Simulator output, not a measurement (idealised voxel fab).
This is a process module. Its name is voxel released beams.
For reference, the cross-section in this document is cut, with width 205 nm and square cells of 5 nm.
We lay out every cross-section as a grid of square cells and spell it out in bands from the top down, where one band means one or more rows of cells. Look at the band entry: it leads with the top's height and the bottom's height in nm. Then it lists the materials left to right, with a width in nm for each. The word "full width" on a single material says that material fills the band edge to edge. The word "empty" is empty space. Where do heights start? At 0: under that level the wafer as delivered is made of one material only. And the lowest band has no floor; it just carries on downward, as in "from 0 down". Read "30 to 40" as a graded width: first number on top, second number at the bottom, same change between each pair of neighbouring rows. Key: "remained the same" - step with no changed cell in the cross-section. "Voids, fully enclosed" means: voids of 8 cells or more that are shut off from the top with no open way through. Written width x height at distance, distance from the left edge, in nm. Heads up: the bit after the settings on a step's line is the simulator's remark on that step. overlay nm: step with mask; distance mask lay right of planned place; negative value = left of planned place.
The following list gives the planned process steps
step 1: RECEIVE (material Si)
step 2: CONFORMAL_DEP (material SiN; thk nm 10)
step 3: DIRECTIONAL_DEP (material SiO2; thk nm 15)
step 4: MASKED_ETCH (tone open; mask id ANCHOR; width nm 45; etch materials SiO2; depth nm 15; overlay nm 0)
step 5: CONFORMAL_DEP (material TiN; thk nm 15)
step 6: MASKED_ETCH (tone cover; mask id BEAM; width nm 95; etch materials TiN; depth nm 15; overlay nm 0)
step 7: STRIP (etch materials SiO2)
Wafer at receipt (post step 1), cross-section
> from 0 down: Si full width
> Voids, fully enclosed: none
The module was run from the start shown above using the plan shown above, but one mistake was made doing it; the resulting wafer cross-section is below
> from 55 to 40: 50 nm empty; 95 nm TiN; 60 nm empty
> from 40 to 25: TiN full width
> from 25 to 10: 55 nm SiO2; 45 nm TiN; 105 nm SiO2
> from 10 to 0: SiN full width
> from 0 down: Si full width
> Voids, fully enclosed: none
What went wrong in running the wafer? step 5 of the plan was carried out twice
